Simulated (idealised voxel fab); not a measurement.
Process module in this document: voxel local oxidation
Displayed cross-section: cut, width of 175 nm, square cells sized 5 nm.
The cross-sections in this document take the form of a grid made of square cells. They are written out as bands, in order from top to bottom. Each band consists of one or more rows of cells.
Band entry format. Leading values: height of top, height of bottom, nm. Remainder: materials in left-to-right order, each with its width in nm. Special words: "edge to edge" on a single material, which then fills the band edge to edge; "air", empty space.
All heights in this document are referenced to 0, defined as the level beneath which the wafer, as received, consists entirely of one material. The lowest band is not bounded below; it extends indefinitely downward and is written in the form "0 -> down".
The width entry "30..40" should be interpreted row by row: the top row of cells in the band takes the first number, the bottom row takes the second number, and the change between adjacent rows is uniform throughout.
What does "stayed the same" mean for a step? It means no cell of the cross-section changed in that step.
For the entry "Enclosed cavities", the listed items are empty spaces with no open way to the top whose size is 8 cells or more; each item follows the pattern width x height at distance, where distance is from the left edge and all three are in nm.
It should be noted that, on the line of a given step, the content following the step's settings is a remark produced by the simulator itself with respect to that step.
overlay nm: mask right of planned place by this much (step with mask). Neg. = left.
# Set out below are the planned steps of the process
1 RECEIVE (material Si)
2 OXIDIZE (depth nm 5)
3 CONFORMAL_DEP (material SiN; thk nm 15)
4 PATTERN (tone cover; mask id ACTIVE; material resist; width nm 100; thk nm 15; overlay nm 0)
5 DIRECTIONAL_ETCH (etch materials SiN; depth nm 15)
6 STRIP (etch materials resist)
7 SELECTIVE_ETCH (etch materials SiO2; depth nm 5)
8 OXIDIZE (depth nm 10)
9 STRIP (etch materials SiN)
# First wafer of two (run as planned)
# Cross-section of the wafer at receipt, which is the condition after step 1
  0 -> down | Si edge to edge
  Enclosed cavities: none
# You're looking at a cross-section of the wafer after step 2
  0 -> -5 | SiO2 edge to edge
  For the remainder of the cross-section, below -5, there is no change.
# You're looking at a cross-section of the wafer after step 3
  15 -> 0 | SiN edge to edge
  For the remainder of the cross-section, below 0, there is no change.
# You're looking at a cross-section of the wafer after step 4
  30 -> 15 | 35 of air, then 100 of resist, then 40 of air
  For the remainder of the cross-section, below 15, there is no change.
# You're looking at a cross-section of the wafer after step 5
  30 -> 15 | 35 of air, then 100 of resist, then 40 of air
  15 -> 0 | 35 of air, then 100 of SiN, then 40 of air
  For the remainder of the cross-section, below 0, there is no change.
# You're looking at a cross-section of the wafer after step 6
  15 -> 0 | 35 of air, then 100 of SiN, then 40 of air
  For the remainder of the cross-section, below 0, there is no change.
# You're looking at a cross-section of the wafer after step 7
  15 -> 0 | 35 of air, then 100 of SiN, then 40 of air
  0 -> -5 | 40 of air, then 90 of SiO2, then 45 of air
  For the remainder of the cross-section, below -5, there is no change.
# You're looking at a cross-section of the wafer after step 8
  15 -> 0 | 35 of air, then 100 of SiN, then 40 of air
  0 -> -5 | 40 of air, then 90 of SiO2, then 45 of air
  -5 -> -15 | 50 of SiO2, then 70 of Si, then 55 of SiO2
  For the remainder of the cross-section, below -15, there is no change.
# You're looking at a cross-section of the wafer after step 9
  0 -> -5 | 40 of air, then 90 of SiO2, then 45 of air
  For the remainder of the cross-section, below -5, there is no change.
# Notes, second wafer: start = first wafer's, plan = first wafer's, execution had one mistake; history identical to first through step 4
# Second wafer, sectioned view, at step 5's planned end time
  30 -> 15 | 35 of air, then 100 of resist, then 40 of air
  15 -> 0 | 35 of air, then 100 of SiN, then 40 of air
  For the remainder of the cross-section, below 0, there is no change.
# Second wafer, sectioned view, at step 6's planned end time
  15 -> 0 | 35 of air, then 100 of SiN, then 40 of air
  For the remainder of the cross-section, below 0, there is no change.
# Second wafer, sectioned view, at step 7's planned end time
  15 -> 0 | 35 of air, then 100 of SiN, then 40 of air
  0 -> -5 | 40 of air, then 90 of SiO2, then 45 of air
  For the remainder of the cross-section, below -5, there is no change.
# Second wafer, sectioned view, at step 8's planned end time
  15 -> 0 | 35 of air, then 100 of SiN, then 40 of air
  0 -> -5 | 40 of air, then 90 of SiO2, then 45 of air
  -5 -> -15 | 50 of SiO2, then 70 of Si, then 55 of SiO2
  For the remainder of the cross-section, below -15, there is no change.
# Second wafer, sectioned view, at step 9's planned end time
  0 -> -5 | 40 of air, then 90 of SiO2, then 45 of air
  For the remainder of the cross-section, below -5, there is no change.
Run error: it should be noted that step 5 of the plan was executed twice
If you compare the two wafers at the end, their cross-sections are the same, so as far as this model is concerned the mistake changes nothing.
